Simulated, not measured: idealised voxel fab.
process module | voxel plated lines
cross-section cut | 240 nm wide | cells 5 nm
A cross-section is a grid of square cells, given in bands from the top down. A band is one or more rows of cells.
Each band's line starts with the height of the band's top and of its bottom, in nm. Then come its materials from left to right, each with its width in nm. One material with "throughout" fills the band from edge to edge. "air" is empty space.
Height 0 is the level under which the wafer as received is all one material. The lowest band goes on downwards, as in "0 down".
A width such as "30 to 40" changes by the same amount from each row of cells to the next, from the band's top row to its bottom row.
"no change" after a step means that no cell of the cross-section changed.
closed voids: empty space of 8 cells or more with no open way to the top, each as width x height at its distance from the left edge, in nm
after a step's settings: what the simulator itself notes on the step
overlay nm, on a step with a mask: how far to the right of its planned place the mask lay; to the left if negative
plan
1 op RECEIVE | material Si
2 op CONFORMAL_DEP | material SiO2 | thk nm 5
3 op DIRECTIONAL_DEP | material TiN | thk nm 5
4 op PATTERN | tone open | mask id LINES | material resist | width nm 30 | pitch nm 45 | thk nm 35 | overlay nm 0
5 op EPI | material Ru | thk nm 10
6 op EPI | material Ru | thk nm 10
7 op EPI | material Ru | thk nm 10
8 op STRIP | etch materials resist
9 op DIRECTIONAL_ETCH | etch materials TiN | depth nm 5
10 op CONFORMAL_DEP | material SiCN | thk nm 5
as received, after step 1
  0 down: Si throughout
  closed voids: none
first wafer at the end, as planned
  45 to 40: air 55 | SiCN 40 | air 5 | SiCN 40 | air 5 | SiCN 40 | air 55
  40 to 10: air 55 | SiCN 5 | Ru 30 | SiCN 5 | air 5 | SiCN 5 | Ru 30 | SiCN 5 | air 5 | SiCN 5 | Ru 30 | SiCN 5 | air 55
  10 to 5: SiCN 60 | TiN 30 | SiCN 15 | TiN 30 | SiCN 15 | TiN 30 | SiCN 60
  5 to 0: SiO2 throughout
  0 down: Si throughout
  closed voids: none
second wafer at the end: like start, like plan, one mistake
  45 to 10: air 55 | Ru 40 | air 5 | Ru 40 | air 5 | Ru 40 | air 55
  10 to 5: Ru 60 | TiN 30 | Ru 15 | TiN 30 | Ru 15 | TiN 30 | Ru 60
  5 to 0: SiO2 throughout
  0 down: Si throughout
  closed voids: none
what went wrong: step 10 ran as: op CONFORMAL_DEP | material Ru | thk nm 5
at the end the second wafer has, in cells: 90 more of Ru | 90 fewer of SiCN
